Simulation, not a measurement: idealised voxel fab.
process module | voxel spacer lines
cross-section cut | 225 nm wide | cells 5 nm
A cross-section is a grid of square cells, given in bands from the top down. A band is one or more rows of cells.
Each band's line starts with the height of the band's top and of its bottom, in nm. Then come its materials from left to right, each with its width in nm. One material with "throughout" fills the band from edge to edge. "air" is empty space.
Height 0 is the level under which the wafer as received is all one material. The lowest band goes on downwards, as in "0 down".
A width such as "30 to 40" changes by the same amount from each row of cells to the next, from the band's top row to its bottom row.
"no change" after a step means that no cell of the cross-section changed.
closed voids: empty space of 8 cells or more with no open way to the top, each as width x height at its distance from the left edge, in nm
after a step's settings: what the simulator itself notes on the step
overlay nm, on a step with a mask: how far to the right of its planned place the mask lay; to the left if negative
plan
1 op RECEIVE | material Si
2 op CONFORMAL_DEP | material SiO2 | thk nm 5
3 op DIRECTIONAL_DEP | material polySi | thk nm 20
4 op DIRECTIONAL_DEP | material aC | thk nm 25
5 op PATTERN | tone cover | mask id MANDREL | material resist | width nm 15 | pitch nm 60 | thk nm 30 | overlay nm 0
6 op DIRECTIONAL_ETCH | etch materials aC | depth nm 25
7 op STRIP | etch materials resist
8 op CONFORMAL_DEP | material SiN | thk nm 15
9 op DIRECTIONAL_ETCH | etch materials SiN | depth nm 15
10 op STRIP | etch materials aC
11 op DIRECTIONAL_ETCH | etch materials polySi | depth nm 20
12 op STRIP | etch materials SiN
as received, after step 1
  0 down: Si throughout
  closed voids: none
a wafer at the end: this start, this plan, one mistake
  20 to 0: air 60 | polySi 15 | air 15 | polySi 15 | air 15 | polySi 15 | air 15 | polySi 15 | air 60
  0 down: Si throughout
  closed voids: none
what went wrong: step 2 was left out
